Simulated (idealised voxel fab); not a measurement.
process module | voxel transistor to metal
cross-section cut | 300 nm wide | cells 5 nm
A cross-section is a grid of square cells, given in bands from the top down. A band is one or more rows of cells.
Each band's line starts with the height of the band's top and of its bottom, in nm. Then come its materials from left to right, each with its width in nm. One material with "throughout" fills the band from edge to edge. "air" is empty space.
Height 0 is the level under which the wafer as received is all one material. The lowest band goes on downwards, as in "0 down".
A width such as "30 to 40" changes by the same amount from each row of cells to the next, from the band's top row to its bottom row.
"no change" after a step means that no cell of the cross-section changed.
closed voids: empty space of 8 cells or more with no open way to the top, each as width x height at its distance from the left edge, in nm
after a step's settings: what the simulator itself notes on the step
overlay nm, on a step with a mask: how far to the right of its planned place the mask lay; to the left if negative
Each pair below shows a cross-section before one step and the cross-section after it, down to the lowest band that changed. The line under each pair gives the step between them, with its settings. The pairs can come from different runs of this module on the same starting wafer, so a pair continues from the pair above only where its "before" says so.
before
  100 to 90: aC 30 | air 20 | aC 120 | air 20 | aC 110
  90 to 60: SiO2 throughout
  60 to 55: SiCN throughout
  55 to 50: SiCN 30 | Ru 20 | SiCN 60 | Ru 20 | SiCN 40 | Ru 20 | SiCN 60 | Ru 20 | SiCN 30
  50 to 35: SiO2 30 | SiCN 5 | Ru 10 | SiCN 5 | SiO2 60 | SiCN 5 | Ru 10 | SiCN 5 | SiO2 40 | SiCN 5 | Ru 10 | SiCN 5 | SiO2 60 | SiCN 5 | Ru 10 | SiCN 5 | SiO2 30
  35 to 30: SiN 30 | SiCN 20 | SiN 60 | SiCN 20 | SiN 40 | SiCN 20 | SiN 60 | SiCN 20 | SiN 30
  30 to 20: SiO2 30 | TiN 5 | W 10 | TiN 5 | SiO2 60 | TiN 5 | W 10 | TiN 5 | SiO2 40 | TiN 5 | W 10 | TiN 5 | SiO2 60 | TiN 5 | W 10 | TiN 5 | SiO2 30
  20 to 5: SiO2 30 | TiN 5 | W 10 | TiN 5 | SiO2 10 | SiN 5 | HfO2 5 | TiN 5 | W 10 | TiN 5 | HfO2 5 | SiN 5 | SiO2 10 | TiN 5 | W 10 | TiN 5 | SiO2 40 | TiN 5 | W 10 | TiN 5 | SiO2 10 | SiN 5 | HfO2 5 | TiN 5 | W 10 | TiN 5 | HfO2 5 | SiN 5 | SiO2 10 | TiN 5 | W 10 | TiN 5 | SiO2 30
  5 to 0: SiO2 30 | TiN 20 | nSi 10 | SiN 5 | HfO2 5 | TiN 20 | HfO2 5 | SiN 5 | nSi 10 | TiN 20 | SiO2 40 | TiN 20 | nSi 10 | SiN 5 | HfO2 5 | TiN 20 | HfO2 5 | SiN 5 | nSi 10 | TiN 20 | SiO2 30
  0 to -5: SiO2 20 | nSi 40 | HfO2 40 | nSi 40 | SiO2 20 | nSi 40 | HfO2 40 | nSi 40 | SiO2 20
  -5 to -10: SiO2 25 | nSi 35 | Si 40 | nSi 35 | SiO2 30 | nSi 35 | Si 40 | nSi 35 | SiO2 25
  -10 to -25: SiO2 25 | Si 110 | SiO2 30 | Si 110 | SiO2 25
  -25 down: Si throughout
  closed voids: none
after
  100 to 90: aC 30 | air 20 | aC 120 | air 20 | aC 110
  90 to 75: SiO2 30 | air 20 | SiO2 120 | air 20 | SiO2 110
  below 75: unchanged
  closed voids: none
the step between: op DIRECTIONAL_ETCH | etch materials SiO2 | depth nm 15
before: the cross-section after the pair above
after
  90 to 75: SiO2 30 | air 20 | SiO2 120 | air 20 | SiO2 110
  below 75: unchanged
  closed voids: none
the step between: op STRIP | etch materials aC
before: the cross-section after the pair above
after
  90 to 75: SiO2 30 | air 20 | SiO2 120 | air 20 | SiO2 110
  75 to 60: SiO2 30 | air 15 | SiO2 125 | air 15 | SiO2 115
  below 60: unchanged
  closed voids: none
the step between: op MASKED_ETCH | tone open | mask id METAL_2_HOLES | width nm 15 | pitch nm 140 | etch materials SiO2 | depth nm 15 | overlay nm 0
before: the cross-section after the pair above
after
  90 to 75: SiO2 30 | air 20 | SiO2 120 | air 20 | SiO2 110
  75 to 60: SiO2 30 | air 15 | SiO2 125 | air 15 | SiO2 115
  60 to 55: SiCN 30 | air 15 | SiCN 125 | air 15 | SiCN 115
  below 55: unchanged
  closed voids: none
the step between: op MASKED_ETCH | tone open | mask id METAL_2_HOLES | width nm 15 | pitch nm 140 | etch materials SiCN | depth nm 5 | overlay nm 0
before: the cross-section after the pair above
after
  95 to 90: TiN 35 | air 10 | TiN 130 | air 10 | TiN 115
  90 to 80: SiO2 30 | TiN 5 | air 10 | TiN 5 | SiO2 120 | TiN 5 | air 10 | TiN 5 | SiO2 110
  80 to 75: SiO2 30 | TiN 5 | air 5 | TiN 10 | SiO2 120 | TiN 5 | air 5 | TiN 10 | SiO2 110
  75 to 60: SiO2 30 | TiN 5 | air 5 | TiN 5 | SiO2 125 | TiN 5 | air 5 | TiN 5 | SiO2 115
  60 to 55: SiCN 30 | TiN 15 | SiCN 125 | TiN 15 | SiCN 115
  below 55: unchanged
  closed voids: none
the step between: op CONFORMAL_DEP | material TiN | thk nm 5
before: the cross-section after the pair above
after
  100 to 95: Cu throughout
  95 to 90: TiN 35 | Cu 10 | TiN 130 | Cu 10 | TiN 115
  90 to 80: SiO2 30 | TiN 5 | Cu 10 | TiN 5 | SiO2 120 | TiN 5 | Cu 10 | TiN 5 | SiO2 110
  80 to 75: SiO2 30 | TiN 5 | Cu 5 | TiN 10 | SiO2 120 | TiN 5 | Cu 5 | TiN 10 | SiO2 110
  75 to 60: SiO2 30 | TiN 5 | Cu 5 | TiN 5 | SiO2 125 | TiN 5 | Cu 5 | TiN 5 | SiO2 115
  below 60: unchanged
  closed voids: none
the step between: op FILL_DEP | material Cu | thk nm 5
before: the cross-section after the pair above
after
  90 to 80: SiO2 30 | TiN 5 | Cu 10 | TiN 5 | SiO2 120 | TiN 5 | Cu 10 | TiN 5 | SiO2 110
  below 80: unchanged
  closed voids: none
the step between: op CMP | height nm 90
before: the cross-section after the pair above
after
  95 to 90: SiN throughout
  below 90: unchanged
  closed voids: none
the step between: op CONFORMAL_DEP | material SiN | thk nm 5
before
  30 to 15: aC throughout
  15 to 5: SiN throughout
  5 to 0: SiO2 throughout
  0 down: Si throughout
  closed voids: none
after
  60 to 30: resist 20 | air 120 | resist 20 | air 120 | resist 20
  below 30: unchanged
  closed voids: none
the step between: op PATTERN | tone open | mask id ACTIVE | material resist | width nm 120 | pitch nm 140 | thk nm 30 | overlay nm 0
before: the cross-section after the pair above
after
  45 to 30: resist 20 | air 120 | resist 20 | air 120 | resist 20
  30 to 15: aC 20 | air 120 | aC 20 | air 120 | aC 20
  below 15: unchanged
  closed voids: none
the step between: op DIRECTIONAL_ETCH | etch materials aC | depth nm 15
before: the cross-section after the pair above
after
  30 to 15: aC 20 | air 120 | aC 20 | air 120 | aC 20
  below 15: unchanged
  closed voids: none
the step between: op STRIP | etch materials resist
before: the cross-section after the pair above
after
  30 to 15: aC 20 | air 120 | aC 20 | air 120 | aC 20
  15 to 5: SiN 20 | air 120 | SiN 20 | air 120 | SiN 20
  below 5: unchanged
  closed voids: none
the step between: op DIRECTIONAL_ETCH | etch materials SiN | depth nm 10
before: the cross-section after the pair above
after
  30 to 15: aC 20 | air 120 | aC 20 | air 120 | aC 20
  15 to 5: SiN 20 | air 120 | SiN 20 | air 120 | SiN 20
  5 to 0: SiO2 20 | air 120 | SiO2 20 | air 120 | SiO2 20
  below 0: unchanged
  closed voids: none
the step between: op DIRECTIONAL_ETCH | etch materials SiO2 | depth nm 5
before: the cross-section after the pair above
after
  30 to 15: aC 20 | air 120 | aC 20 | air 120 | aC 20
  15 to 5: SiN 20 | air 120 | SiN 20 | air 120 | SiN 20
  5 to 0: SiO2 20 | air 120 | SiO2 20 | air 120 | SiO2 20
  0 to -20: Si 20 | air 120 | Si 20 | air 120 | Si 20
  below -20: unchanged
  closed voids: none
the step between: op DIRECTIONAL_ETCH | etch materials Si | depth nm 20
before: the cross-section after the pair above
after
  15 to 5: SiN 20 | air 120 | SiN 20 | air 120 | SiN 20
  below 5: unchanged
  closed voids: none
the step between: op STRIP | etch materials aC
before: the cross-section after the pair above
after
  15 to 5: SiN 20 | air 120 | SiN 20 | air 120 | SiN 20
  5 to 0: SiO2 20 | air 120 | SiO2 20 | air 120 | SiO2 20
  0 to -20: Si 15 | SiO2 5 | air 120 | SiO2 5 | Si 10 | SiO2 5 | air 120 | SiO2 5 | Si 15
  -20 to -25: Si 15 | SiO2 130 | Si 10 | SiO2 130 | Si 15
  below -25: unchanged
  closed voids: none
the step between: op OXIDIZE | depth nm 5
before: the cross-section after the pair above
after
  25 to 15: SiO2 throughout
  15 to 5: SiN 20 | SiO2 120 | SiN 20 | SiO2 120 | SiN 20
  5 to 0: SiO2 throughout
  0 to -25: Si 15 | SiO2 130 | Si 10 | SiO2 130 | Si 15
  below -25: unchanged
  closed voids: none
the step between: op FILL_DEP | material SiO2 | thk nm 10
before: the cross-section after the pair above
after
  15 to 5: SiN 20 | SiO2 120 | SiN 20 | SiO2 120 | SiN 20
  below 5: unchanged
  closed voids: none
the step between: op CMP | height nm 15
before: the cross-section after the pair above
after
  15 to 5: SiN 20 | air 120 | SiN 20 | air 120 | SiN 20
  below 5: unchanged
  closed voids: none
the step between: op SELECTIVE_ETCH | etch materials SiO2 | depth nm 10
before: the cross-section after the pair above
after
  5 to 0: SiO2 throughout
  below 0: unchanged
  closed voids: none
the step between: op STRIP | etch materials SiN
before: the cross-section after the pair above
after
  0 to -25: Si 15 | SiO2 130 | Si 10 | SiO2 130 | Si 15
  below -25: unchanged
  closed voids: none
the step between: op SELECTIVE_ETCH | etch materials SiO2 | depth nm 5
before: the cross-section after the pair above
after
  0 to -5: SiO2 throughout
  below -5: unchanged
  closed voids: none
the step between: op OXIDIZE | depth nm 5
before: the cross-section after the pair above
after
  25 to 0: polySi throughout
  below 0: unchanged
  closed voids: none
the step between: op DIRECTIONAL_DEP | material polySi | thk nm 25
before: the cross-section after the pair above
after
  40 to 25: SiCN throughout
  below 25: unchanged
  closed voids: none
the step between: op DIRECTIONAL_DEP | material SiCN | thk nm 15
before: the cross-section after the pair above
after
  55 to 40: air 65 | resist 30 | air 110 | resist 30 | air 65
  below 40: unchanged
  closed voids: none
the step between: op PATTERN | tone cover | mask id GATE | material resist | width nm 30 | pitch nm 140 | thk nm 15 | overlay nm 0
before: the cross-section after the pair above
after
  55 to 40: air 65 | resist 30 | air 110 | resist 30 | air 65
  40 to 25: air 65 | SiCN 30 | air 110 | SiCN 30 | air 65
  below 25: unchanged
  closed voids: none
the step between: op DIRECTIONAL_ETCH | etch materials SiCN | depth nm 25
before: the cross-section after the pair above
after
  55 to 40: air 65 | resist 30 | air 110 | resist 30 | air 65
  40 to 25: air 65 | SiCN 30 | air 110 | SiCN 30 | air 65
  25 to 0: air 65 | polySi 30 | air 110 | polySi 30 | air 65
  below 0: unchanged
  closed voids: none
the step between: op DIRECTIONAL_ETCH | etch materials polySi | depth nm 35
before: the cross-section after the pair above
after
  40 to 25: air 65 | SiCN 30 | air 110 | SiCN 30 | air 65
  below 25: unchanged
  closed voids: none
the step between: op STRIP | etch materials resist
before: the cross-section after the pair above
after
  45 to 40: air 60 | SiN 40 | air 100 | SiN 40 | air 60
  40 to 25: air 60 | SiN 5 | SiCN 30 | SiN 5 | air 100 | SiN 5 | SiCN 30 | SiN 5 | air 60
  25 to 5: air 60 | SiN 5 | polySi 30 | SiN 5 | air 100 | SiN 5 | polySi 30 | SiN 5 | air 60
  5 to 0: SiN 65 | polySi 30 | SiN 110 | polySi 30 | SiN 65
  below 0: unchanged
  closed voids: none
the step between: op CONFORMAL_DEP | material SiN | thk nm 5
before: the cross-section after the pair above
after
  40 to 25: air 60 | SiN 5 | SiCN 30 | SiN 5 | air 100 | SiN 5 | SiCN 30 | SiN 5 | air 60
  25 to 0: air 60 | SiN 5 | polySi 30 | SiN 5 | air 100 | SiN 5 | polySi 30 | SiN 5 | air 60
  below 0: unchanged
  closed voids: none
the step between: op DIRECTIONAL_ETCH | etch materials SiN | depth nm 5
before: the cross-section after the pair above
after
  40 to 25: air 60 | SiN 5 | SiCN 30 | SiN 5 | air 100 | SiN 5 | SiCN 30 | SiN 5 | air 60
  25 to 0: air 60 | SiN 5 | polySi 30 | SiN 5 | air 100 | SiN 5 | polySi 30 | SiN 5 | air 60
  0 to -5: air 60 | SiO2 40 | air 100 | SiO2 40 | air 60
  below -5: unchanged
  closed voids: none
the step between: op DIRECTIONAL_ETCH | etch materials SiO2 | depth nm 5
before: the cross-section after the pair above
after
  40 to 25: air 60 | SiN 5 | SiCN 30 | SiN 5 | air 100 | SiN 5 | SiCN 30 | SiN 5 | air 60
  25 to 0: air 60 | SiN 5 | polySi 30 | SiN 5 | air 100 | SiN 5 | polySi 30 | SiN 5 | air 60
  0 to -10: air 60 to 15 | SiO2 40 to 130 | air 100 to 10 | SiO2 40 to 130 | air 60 to 15
  below -10: unchanged
  closed voids: none
the step between: op DIRECTIONAL_ETCH | etch materials Si | depth nm 5
before: the cross-section after the pair above
after
  40 to 25: air 60 | SiN 5 | SiCN 30 | SiN 5 | air 100 | SiN 5 | SiCN 30 | SiN 5 | air 60
  25 to 0: air 60 | SiN 5 | polySi 30 | SiN 5 | air 100 | SiN 5 | polySi 30 | SiN 5 | air 60
  0 to -5: nSi 20 | air 40 | SiO2 40 | air 40 | nSi 20 | air 40 | SiO2 40 | air 40 | nSi 20
  -5 to -10: nSi 15 | SiO2 130 | nSi 10 | SiO2 130 | nSi 15
  below -10: unchanged
  closed voids: none
the step between: op EPI | material nSi | thk nm 10
before: the cross-section after the pair above
after
  50 to 40: SiO2 throughout
  40 to 25: SiO2 60 | SiN 5 | SiCN 30 | SiN 5 | SiO2 100 | SiN 5 | SiCN 30 | SiN 5 | SiO2 60
  25 to 0: SiO2 60 | SiN 5 | polySi 30 | SiN 5 | SiO2 100 | SiN 5 | polySi 30 | SiN 5 | SiO2 60
  0 to -10: nSi 20 to 15 | SiO2 120 to 130 | nSi 20 to 10 | SiO2 120 to 130 | nSi 20 to 15
  below -10: unchanged
  closed voids: none
the step between: op FILL_DEP | material SiO2 | thk nm 10
before: the cross-section after the pair above
after
  25 to 0: SiO2 60 | SiN 5 | polySi 30 | SiN 5 | SiO2 100 | SiN 5 | polySi 30 | SiN 5 | SiO2 60
  below 0: unchanged
  closed voids: none
the step between: op CMP | height nm 25
before: the cross-section after the pair above
after
  25 to 0: SiO2 60 | SiN 5 | air 30 | SiN 5 | SiO2 100 | SiN 5 | air 30 | SiN 5 | SiO2 60
  below 0: unchanged
  closed voids: none
the step between: op STRIP | etch materials polySi
before: the cross-section after the pair above
after
  25 to 20: air 60 | SiN 5 | air 30 | SiN 5 | air 100 | SiN 5 | air 30 | SiN 5 | air 60
  20 to 0: SiO2 60 | SiN 5 | air 30 | SiN 5 | SiO2 100 | SiN 5 | air 30 | SiN 5 | SiO2 60
  0 to -5: nSi 20 | SiO2 40 | air 40 | SiO2 40 | nSi 20 | SiO2 40 | air 40 | SiO2 40 | nSi 20
  below -5: unchanged
  closed voids: none
the step between: op SELECTIVE_ETCH | etch materials SiO2 | depth nm 5
before: the cross-section after the pair above
after
  30 to 25: air 55 | HfO2 15 | air 20 | HfO2 15 | air 90 | HfO2 15 | air 20 | HfO2 15 | air 55
  25 to 20: HfO2 60 | SiN 5 | HfO2 5 | air 20 | HfO2 5 | SiN 5 | HfO2 100 | SiN 5 | HfO2 5 | air 20 | HfO2 5 | SiN 5 | HfO2 60
  20 to 0: SiO2 60 | SiN 5 | HfO2 5 | air 20 | HfO2 5 | SiN 5 | SiO2 100 | SiN 5 | HfO2 5 | air 20 | HfO2 5 | SiN 5 | SiO2 60
  0 to -5: nSi 20 | SiO2 40 | HfO2 40 | SiO2 40 | nSi 20 | SiO2 40 | HfO2 40 | SiO2 40 | nSi 20
  below -5: unchanged
  closed voids: none
the step between: op CONFORMAL_DEP | material HfO2 | thk nm 5
before: the cross-section after the pair above
after
  35 to 30: air 50 | TiN 25 | air 10 | TiN 25 | air 80 | TiN 25 | air 10 | TiN 25 | air 50
  30 to 25: TiN 55 | HfO2 15 | TiN 5 | air 10 | TiN 5 | HfO2 15 | TiN 90 | HfO2 15 | TiN 5 | air 10 | TiN 5 | HfO2 15 | TiN 55
  25 to 20: HfO2 60 | SiN 5 | HfO2 5 | TiN 5 | air 10 | TiN 5 | HfO2 5 | SiN 5 | HfO2 100 | SiN 5 | HfO2 5 | TiN 5 | air 10 | TiN 5 | HfO2 5 | SiN 5 | HfO2 60
  20 to 5: SiO2 60 | SiN 5 | HfO2 5 | TiN 5 | air 10 | TiN 5 | HfO2 5 | SiN 5 | SiO2 100 | SiN 5 | HfO2 5 | TiN 5 | air 10 | TiN 5 | HfO2 5 | SiN 5 | SiO2 60
  5 to 0: SiO2 60 | SiN 5 | HfO2 5 | TiN 20 | HfO2 5 | SiN 5 | SiO2 100 | SiN 5 | HfO2 5 | TiN 20 | HfO2 5 | SiN 5 | SiO2 60
  below 0: unchanged
  closed voids: none
the step between: op CONFORMAL_DEP | material TiN | thk nm 5
before: the cross-section after the pair above
after
  45 to 35: W throughout
  35 to 30: W 50 | TiN 25 | W 10 | TiN 25 | W 80 | TiN 25 | W 10 | TiN 25 | W 50
  30 to 25: TiN 55 | HfO2 15 | TiN 5 | W 10 | TiN 5 | HfO2 15 | TiN 90 | HfO2 15 | TiN 5 | W 10 | TiN 5 | HfO2 15 | TiN 55
  25 to 20: HfO2 60 | SiN 5 | HfO2 5 | TiN 5 | W 10 | TiN 5 | HfO2 5 | SiN 5 | HfO2 100 | SiN 5 | HfO2 5 | TiN 5 | W 10 | TiN 5 | HfO2 5 | SiN 5 | HfO2 60
  20 to 5: SiO2 60 | SiN 5 | HfO2 5 | TiN 5 | W 10 | TiN 5 | HfO2 5 | SiN 5 | SiO2 100 | SiN 5 | HfO2 5 | TiN 5 | W 10 | TiN 5 | HfO2 5 | SiN 5 | SiO2 60
  below 5: unchanged
  closed voids: none
the step between: op FILL_DEP | material W | thk nm 10
before: the cross-section after the pair above
after
  20 to 5: SiO2 60 | SiN 5 | HfO2 5 | TiN 5 | W 10 | TiN 5 | HfO2 5 | SiN 5 | SiO2 100 | SiN 5 | HfO2 5 | TiN 5 | W 10 | TiN 5 | HfO2 5 | SiN 5 | SiO2 60
  below 5: unchanged
  closed voids: none
the step between: op CMP | height nm 20
before: the cross-section after the pair above
after
  30 to 20: SiO2 throughout
  below 20: unchanged
  closed voids: none
the step between: op DIRECTIONAL_DEP | material SiO2 | thk nm 10
before: the cross-section after the pair above
after
  40 to 30: aC throughout
  below 30: unchanged
  closed voids: none
the step between: op DIRECTIONAL_DEP | material aC | thk nm 10
before: the cross-section after the pair above
after
  70 to 40: resist 30 | air 20 | resist 60 | air 20 | resist 40 | air 20 | resist 60 | air 20 | resist 30
  below 40: unchanged
  closed voids: none
the step between: op PATTERN | tone open | mask id CONTACT | material resist | width nm 20 | thk nm 30 | overlay nm 0
before: the cross-section after the pair above
after
  60 to 40: resist 30 | air 20 | resist 60 | air 20 | resist 40 | air 20 | resist 60 | air 20 | resist 30
  40 to 30: aC 30 | air 20 | aC 60 | air 20 | aC 40 | air 20 | aC 60 | air 20 | aC 30
  below 30: unchanged
  closed voids: none
the step between: op DIRECTIONAL_ETCH | etch materials aC | depth nm 10
before: the cross-section after the pair above
after
  40 to 30: aC 30 | air 20 | aC 60 | air 20 | aC 40 | air 20 | aC 60 | air 20 | aC 30
  below 30: unchanged
  closed voids: none
the step between: op STRIP | etch materials resist
before: the cross-section after the pair above
after
  40 to 30: aC 30 | air 20 | aC 60 | air 20 | aC 40 | air 20 | aC 60 | air 20 | aC 30
  30 to 20: SiO2 30 | air 20 | SiO2 60 | air 20 | SiO2 40 | air 20 | SiO2 60 | air 20 | SiO2 30
  20 to 5: SiO2 30 | air 20 | SiO2 10 | SiN 5 | HfO2 5 | TiN 5 | W 10 | TiN 5 | HfO2 5 | SiN 5 | SiO2 10 | air 20 | SiO2 40 | air 20 | SiO2 10 | SiN 5 | HfO2 5 | TiN 5 | W 10 | TiN 5 | HfO2 5 | SiN 5 | SiO2 10 | air 20 | SiO2 30
  5 to 0: SiO2 30 | air 20 | SiO2 10 | SiN 5 | HfO2 5 | TiN 20 | HfO2 5 | SiN 5 | SiO2 10 | air 20 | SiO2 40 | air 20 | SiO2 10 | SiN 5 | HfO2 5 | TiN 20 | HfO2 5 | SiN 5 | SiO2 10 | air 20 | SiO2 30
  below 0: unchanged
  closed voids: none
the step between: op DIRECTIONAL_ETCH | etch materials SiO2 | depth nm 30
before: the cross-section after the pair above
after
  30 to 20: SiO2 30 | air 20 | SiO2 60 | air 20 | SiO2 40 | air 20 | SiO2 60 | air 20 | SiO2 30
  below 20: unchanged
  closed voids: none
the step between: op STRIP | etch materials aC
before: the cross-section after the pair above
after
  35 to 30: TiN 35 | air 10 | TiN 70 | air 10 | TiN 50 | air 10 | TiN 70 | air 10 | TiN 35
  30 to 20: SiO2 30 | TiN 5 | air 10 | TiN 5 | SiO2 60 | TiN 5 | air 10 | TiN 5 | SiO2 40 | TiN 5 | air 10 | TiN 5 | SiO2 60 | TiN 5 | air 10 | TiN 5 | SiO2 30
  20 to 5: SiO2 30 | TiN 5 | air 10 | TiN 5 | SiO2 10 | SiN 5 | HfO2 5 | TiN 5 | W 10 | TiN 5 | HfO2 5 | SiN 5 | SiO2 10 | TiN 5 | air 10 | TiN 5 | SiO2 40 | TiN 5 | air 10 | TiN 5 | SiO2 10 | SiN 5 | HfO2 5 | TiN 5 | W 10 | TiN 5 | HfO2 5 | SiN 5 | SiO2 10 | TiN 5 | air 10 | TiN 5 | SiO2 30
  5 to 0: SiO2 30 | TiN 20 | SiO2 10 | SiN 5 | HfO2 5 | TiN 20 | HfO2 5 | SiN 5 | SiO2 10 | TiN 20 | SiO2 40 | TiN 20 | SiO2 10 | SiN 5 | HfO2 5 | TiN 20 | HfO2 5 | SiN 5 | SiO2 10 | TiN 20 | SiO2 30
  below 0: unchanged
  closed voids: none
the step between: op CONFORMAL_DEP | material TiN | thk nm 5
before: the cross-section after the pair above
after
  45 to 35: W throughout
  35 to 30: TiN 35 | W 10 | TiN 70 | W 10 | TiN 50 | W 10 | TiN 70 | W 10 | TiN 35
  30 to 20: SiO2 30 | TiN 5 | W 10 | TiN 5 | SiO2 60 | TiN 5 | W 10 | TiN 5 | SiO2 40 | TiN 5 | W 10 | TiN 5 | SiO2 60 | TiN 5 | W 10 | TiN 5 | SiO2 30
  20 to 5: SiO2 30 | TiN 5 | W 10 | TiN 5 | SiO2 10 | SiN 5 | HfO2 5 | TiN 5 | W 10 | TiN 5 | HfO2 5 | SiN 5 | SiO2 10 | TiN 5 | W 10 | TiN 5 | SiO2 40 | TiN 5 | W 10 | TiN 5 | SiO2 10 | SiN 5 | HfO2 5 | TiN 5 | W 10 | TiN 5 | HfO2 5 | SiN 5 | SiO2 10 | TiN 5 | W 10 | TiN 5 | SiO2 30
  below 5: unchanged
  closed voids: none
the step between: op FILL_DEP | material W | thk nm 10
before: the cross-section after the pair above
after
  30 to 20: SiO2 30 | TiN 5 | W 10 | TiN 5 | SiO2 60 | TiN 5 | W 10 | TiN 5 | SiO2 40 | TiN 5 | W 10 | TiN 5 | SiO2 60 | TiN 5 | W 10 | TiN 5 | SiO2 30
  below 20: unchanged
  closed voids: none
the step between: op CMP | height nm 30
before: the cross-section after the pair above
after
  35 to 30: SiN throughout
  below 30: unchanged
  closed voids: none
the step between: op CONFORMAL_DEP | material SiN | thk nm 5
before: the cross-section after the pair above
after
  50 to 35: SiO2 throughout
  below 35: unchanged
  closed voids: none
the step between: op DIRECTIONAL_DEP | material SiO2 | thk nm 15
before: the cross-section after the pair above
after
  65 to 50: resist 30 | air 20 | resist 60 | air 20 | resist 40 | air 20 | resist 60 | air 20 | resist 30
  below 50: unchanged
  closed voids: none
the step between: op PATTERN | tone open | mask id METAL_1 | material resist | width nm 20 | thk nm 15 | overlay nm 0
before: the cross-section after the pair above
after
  65 to 50: resist 30 | air 20 | resist 60 | air 20 | resist 40 | air 20 | resist 60 | air 20 | resist 30
  50 to 35: SiO2 30 | air 20 | SiO2 60 | air 20 | SiO2 40 | air 20 | SiO2 60 | air 20 | SiO2 30
  below 35: unchanged
  closed voids: none
the step between: op DIRECTIONAL_ETCH | etch materials SiO2 | depth nm 15
before: the cross-section after the pair above
after
  65 to 50: resist 30 | air 20 | resist 60 | air 20 | resist 40 | air 20 | resist 60 | air 20 | resist 30
  50 to 35: SiO2 30 | air 20 | SiO2 60 | air 20 | SiO2 40 | air 20 | SiO2 60 | air 20 | SiO2 30
  35 to 30: SiN 30 | air 20 | SiN 60 | air 20 | SiN 40 | air 20 | SiN 60 | air 20 | SiN 30
  below 30: unchanged
  closed voids: none
the step between: op DIRECTIONAL_ETCH | etch materials SiN | depth nm 5
before: the cross-section after the pair above
after
  50 to 35: SiO2 30 | air 20 | SiO2 60 | air 20 | SiO2 40 | air 20 | SiO2 60 | air 20 | SiO2 30
  below 35: unchanged
  closed voids: none
the step between: op STRIP | etch materials resist
before: the cross-section after the pair above
after
  55 to 50: TiN 35 | air 10 | TiN 70 | air 10 | TiN 50 | air 10 | TiN 70 | air 10 | TiN 35
  50 to 35: SiO2 30 | TiN 5 | air 10 | TiN 5 | SiO2 60 | TiN 5 | air 10 | TiN 5 | SiO2 40 | TiN 5 | air 10 | TiN 5 | SiO2 60 | TiN 5 | air 10 | TiN 5 | SiO2 30
  35 to 30: SiN 30 | TiN 20 | SiN 60 | TiN 20 | SiN 40 | TiN 20 | SiN 60 | TiN 20 | SiN 30
  below 30: unchanged
  closed voids: none
the step between: op CONFORMAL_DEP | material TiN | thk nm 5
before: the cross-section after the pair above
after
  60 to 55: Ru throughout
  55 to 50: TiN 35 | Ru 10 | TiN 70 | Ru 10 | TiN 50 | Ru 10 | TiN 70 | Ru 10 | TiN 35
  50 to 35: SiO2 30 | TiN 5 | Ru 10 | TiN 5 | SiO2 60 | TiN 5 | Ru 10 | TiN 5 | SiO2 40 | TiN 5 | Ru 10 | TiN 5 | SiO2 60 | TiN 5 | Ru 10 | TiN 5 | SiO2 30
  below 35: unchanged
  closed voids: none
the step between: op FILL_DEP | material Ru | thk nm 5
before: the cross-section after the pair above
after
  50 to 35: SiO2 30 | TiN 5 | Ru 10 | TiN 5 | SiO2 60 | TiN 5 | Ru 10 | TiN 5 | SiO2 40 | TiN 5 | Ru 10 | TiN 5 | SiO2 60 | TiN 5 | Ru 10 | TiN 5 | SiO2 30
  below 35: unchanged
  closed voids: none
the step between: op CMP | height nm 50
before: the cross-section after the pair above
after
  55 to 50: air 25 | Ru 30 | air 50 | Ru 30 | air 30 | Ru 30 | air 50 | Ru 30 | air 25
  below 50: unchanged
  closed voids: none
the step between: op EPI | material Ru | thk nm 5
before: the cross-section after the pair above
after
  60 to 55: SiCN throughout
  55 to 50: SiCN 25 | Ru 30 | SiCN 50 | Ru 30 | SiCN 30 | Ru 30 | SiCN 50 | Ru 30 | SiCN 25
  below 50: unchanged
  closed voids: none
the step between: op FILL_DEP | material SiCN | thk nm 5
before: the cross-section after the pair above
after
  90 to 60: SiO2 throughout
  below 60: unchanged
  closed voids: none
the step between: op DIRECTIONAL_DEP | material SiO2 | thk nm 30
before: the cross-section after the pair above
after
  100 to 90: aC throughout
  below 90: unchanged
  closed voids: none
the step between: op DIRECTIONAL_DEP | material aC | thk nm 10
before: the cross-section after the pair above
after
  130 to 100: resist 30 | air 20 | resist 120 | air 20 | resist 110
  below 100: unchanged
  closed voids: none
the step between: op PATTERN | tone open | mask id METAL_2 | material resist | width nm 20 | pitch nm 140 | thk nm 30 | overlay nm 0
before: the cross-section after the pair above
after
  120 to 100: resist 30 | air 20 | resist 120 | air 20 | resist 110
  100 to 90: aC 30 | air 20 | aC 120 | air 20 | aC 110
  below 90: unchanged
  closed voids: none
the step between: op DIRECTIONAL_ETCH | etch materials aC | depth nm 10
before: the cross-section after the pair above
after
  100 to 90: aC 30 | air 20 | aC 120 | air 20 | aC 110
  below 90: unchanged
  closed voids: none
the step between: op STRIP | etch materials resist
before: the cross-section after the pair above
after
  100 to 90: aC 30 | air 20 | aC 120 | air 20 | aC 110
  90 to 75: SiO2 30 | air 20 | SiO2 120 | air 20 | SiO2 110
  below 75: unchanged
  closed voids: none
the step between: op DIRECTIONAL_ETCH | etch materials SiO2 | depth nm 15
before: the cross-section after the pair above
after
  90 to 75: SiO2 30 | air 20 | SiO2 120 | air 20 | SiO2 110
  below 75: unchanged
  closed voids: none
the step between: op STRIP | etch materials aC
before: the cross-section after the pair above
after
  90 to 75: SiO2 30 | air 20 | SiO2 120 | air 20 | SiO2 110
  75 to 60: SiO2 30 | air 15 | SiO2 125 | air 15 | SiO2 115
  below 60: unchanged
  closed voids: none
the step between: op MASKED_ETCH | tone open | mask id METAL_2_HOLES | width nm 15 | pitch nm 140 | etch materials SiO2 | depth nm 15 | overlay nm 0
before: the cross-section after the pair above
after
  90 to 75: SiO2 30 | air 20 | SiO2 120 | air 20 | SiO2 110
  75 to 60: SiO2 30 | air 15 | SiO2 125 | air 15 | SiO2 115
  60 to 55: SiCN 30 | air 15 | SiCN 125 | air 15 | SiCN 115
  below 55: unchanged
  closed voids: none
the step between: op MASKED_ETCH | tone open | mask id METAL_2_HOLES | width nm 15 | pitch nm 140 | etch materials SiCN | depth nm 5 | overlay nm 0
before: the cross-section after the pair above
after
  95 to 90: TiN 35 | air 10 | TiN 130 | air 10 | TiN 115
  90 to 80: SiO2 30 | TiN 5 | air 10 | TiN 5 | SiO2 120 | TiN 5 | air 10 | TiN 5 | SiO2 110
  80 to 75: SiO2 30 | TiN 5 | air 5 | TiN 10 | SiO2 120 | TiN 5 | air 5 | TiN 10 | SiO2 110
  75 to 60: SiO2 30 | TiN 5 | air 5 | TiN 5 | SiO2 125 | TiN 5 | air 5 | TiN 5 | SiO2 115
  60 to 55: SiCN 30 | TiN 15 | SiCN 125 | TiN 15 | SiCN 115
  below 55: unchanged
  closed voids: none
the step between: op CONFORMAL_DEP | material TiN | thk nm 5
